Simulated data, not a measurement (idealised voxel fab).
Title: Process Module voxel gate over fins
Square cell edge 5 nm, section width 275 nm, ID cut.
Just so we're on the same page, the cross-sections are grids of square cells, and they're listed out in bands top to bottom, each band one or more rows deep. A band entry consists of two parts. The first gives the height of the band's top and the height of its bottom, in nm. The rest lists the band's materials from left to right, each with its width in nm. A single material labelled with the word "edge to edge" fills the band from edge to edge, and the word "air" marks empty space. Heights are expressed relative to 0, this being the level below which the as-received wafer comprises one material exclusively. The lowest band is unbounded in the downward direction and is denoted as in "0 -> down". Think of "30..40" as a width that walks from the first number to the second as you go down the band, top row to bottom row, taking equal-sized steps from row to row. "everything unchanged" for a step: no cell of the cross-section changed in that step. Any empty space of 8 cells or more lacking an open way to the top shows up in "Fully sealed voids" as width x height at distance, distance from the left edge, in nm. Heads up: the bit after the settings on a step's line is the simulator's remark on that step. The optional step-line setting "overlay nm" applies to steps with a mask and quantifies how far to the right of its planned location the mask lay, a negative value indicating leftward placement.

The following list gives the planned process steps
step 1: RECEIVE: material Si
step 2: CONFORMAL_DEP: material SiN, thk nm 10
step 3: MASKED_ETCH: tone cover, mask id FINS, width nm 15, pitch nm 55, etch materials SiN, depth nm 10, overlay nm 0
step 4: MASKED_ETCH: tone cover, mask id FINS, width nm 15, pitch nm 55, etch materials Si, depth nm 35, overlay nm 0
step 5: FILL_DEP: material SiO2, thk nm 10
step 6: CMP: height nm 10
step 7: PATTERN: tone open, mask id RAIL, material resist, width nm 15, thk nm 15, overlay nm 0
step 8: DIRECTIONAL_ETCH: etch materials SiO2, depth nm 40
step 9: STRIP: etch materials resist
step 10: CONFORMAL_DEP: material TiN, thk nm 5
step 11: FILL_DEP: material W, thk nm 10
step 12: CMP: height nm 10
step 13: SELECTIVE_ETCH: etch materials W Ru TiN, depth nm 30
step 14: FILL_DEP: material SiO2, thk nm 5
step 15: CMP: height nm 10
step 16: SELECTIVE_ETCH: etch materials SiO2, depth nm 25
step 17: STRIP: etch materials SiN
step 18: CONFORMAL_DEP: material HfO2, thk nm 5
step 19: CONFORMAL_DEP: material TiN, thk nm 5
step 20: CONFORMAL_DEP: material TiAl, thk nm 5
step 21: CONFORMAL_DEP: material TiN, thk nm 5
step 22: FILL_DEP: material W, thk nm 10
step 23: CMP: height nm 25
step 24: CONFORMAL_DEP: material SiN, thk nm 10

Here's what the wafer looked like in cross-section when it arrived - that's after step 1
- 0 -> down | Si edge to edge
- Fully sealed voids: none

End-of-module XS, first of two wafers, run as planned
- 35 -> 25 | SiN edge to edge
- 25 -> 20 | W edge to edge
- 20 -> 15 | W 80 nm, then TiN 110 nm, then W 85 nm
- 15 -> 10 | W 80 nm, then TiN 5 nm, then TiAl 45 nm, then TiN 10 nm, then TiAl 45 nm, then TiN 5 nm, then W 85 nm
- 10 -> 5 | W 80 nm, then TiN 5 nm, then TiAl 5 nm, then TiN 35 nm, then TiAl 5 nm, then TiN 10 nm, then TiAl 5 nm, then TiN 35 nm, then TiAl 5 nm, then TiN 5 nm, then W 85 nm
- 5 -> 0 | TiN 85 nm, then TiAl 5 nm, then TiN 5 nm, then HfO2 25 nm, then TiN 5 nm, then TiAl 5 nm, then TiN 10 nm, then TiAl 5 nm, then TiN 5 nm, then HfO2 25 nm, then TiN 5 nm, then TiAl 5 nm, then TiN 90 nm
- 0 -> -5 | TiAl 90 nm, then TiN 5 nm, then HfO2 5 nm, then Si 15 nm, then HfO2 5 nm, then TiN 5 nm, then TiAl 20 nm, then TiN 5 nm, then HfO2 5 nm, then Si 15 nm, then HfO2 5 nm, then TiN 5 nm, then TiAl 95 nm
- -5 -> -10 | TiN 95 nm, then HfO2 5 nm, then Si 15 nm, then HfO2 5 nm, then TiN 30 nm, then HfO2 5 nm, then Si 15 nm, then HfO2 5 nm, then TiN 100 nm
- -10 -> -15 | HfO2 100 nm, then Si 15 nm, then HfO2 40 nm, then Si 15 nm, then HfO2 105 nm
- -15 -> -20 | SiO2 100 nm, then Si 15 nm, then SiO2 40 nm, then Si 15 nm, then SiO2 105 nm
- -20 -> -25 | SiO2 100 nm, then Si 15 nm, then SiO2 10 nm, then TiN 5 nm, then W 5 nm, then TiN 5 nm, then SiO2 15 nm, then Si 15 nm, then SiO2 105 nm
- -25 -> -30 | SiO2 100 nm, then Si 15 nm, then SiO2 10 nm, then TiN 15 nm, then SiO2 15 nm, then Si 15 nm, then SiO2 105 nm
- -30 -> -35 | SiO2 100 nm, then Si 15 nm, then SiO2 40 nm, then Si 15 nm, then SiO2 105 nm
- -35 -> down | Si edge to edge
- Fully sealed voids: none

Cross-section, wafer two of two, end of module: same start and plan as wafer one, one error in execution
- 35 -> 25 | SiN edge to edge
- 25 -> 20 | W edge to edge
- 20 -> 15 | W 80 nm, then TiN 110 nm, then W 85 nm
- 15 -> 10 | W 80 nm, then TiN 5 nm, then TiAl 45 nm, then TiN 10 nm, then TiAl 45 nm, then TiN 5 nm, then W 85 nm
- 10 -> 5 | W 80 nm, then TiN 5 nm, then TiAl 5 nm, then TiN 35 nm, then TiAl 5 nm, then TiN 10 nm, then TiAl 5 nm, then TiN 35 nm, then TiAl 5 nm, then TiN 5 nm, then W 85 nm
- 5 -> 0 | TiN 85 nm, then TiAl 5 nm, then TiN 5 nm, then HfO2 25 nm, then TiN 5 nm, then TiAl 5 nm, then TiN 10 nm, then TiAl 5 nm, then TiN 5 nm, then HfO2 25 nm, then TiN 5 nm, then TiAl 5 nm, then TiN 90 nm
- 0 -> -5 | TiAl 90 nm, then TiN 5 nm, then HfO2 5 nm, then Si 15 nm, then HfO2 5 nm, then TiN 5 nm, then TiAl 20 nm, then TiN 5 nm, then HfO2 5 nm, then Si 15 nm, then HfO2 5 nm, then TiN 5 nm, then TiAl 95 nm
- -5 -> -10 | TiN 95 nm, then HfO2 5 nm, then Si 15 nm, then HfO2 5 nm, then TiN 30 nm, then HfO2 5 nm, then Si 15 nm, then HfO2 5 nm, then TiN 100 nm
- -10 -> -15 | HfO2 100 nm, then Si 15 nm, then HfO2 40 nm, then Si 15 nm, then HfO2 105 nm
- -15 -> -20 | SiO2 100 nm, then Si 15 nm, then SiO2 40 nm, then Si 15 nm, then SiO2 105 nm
- -20 -> -25 | SiO2 100 nm, then Si 15 nm, then SiO2 10 nm, then TiN 5 nm, then W 5 nm, then TiN 5 nm, then SiO2 15 nm, then Si 15 nm, then SiO2 105 nm
- -25 -> -30 | SiO2 100 nm, then Si 15 nm, then SiO2 10 nm, then TiN 15 nm, then SiO2 15 nm, then Si 15 nm, then SiO2 105 nm
- -30 -> -70 | SiO2 100 nm, then Si 15 nm, then SiO2 40 nm, then Si 15 nm, then SiO2 105 nm
- -70 -> down | Si edge to edge
- Fully sealed voids: none
Deviation noted in wafer processing: step 4 in the plan was executed twice
Count the cells at the end and the second wafer has more or fewer of some materials than the first: Si -343 | SiO2 +343
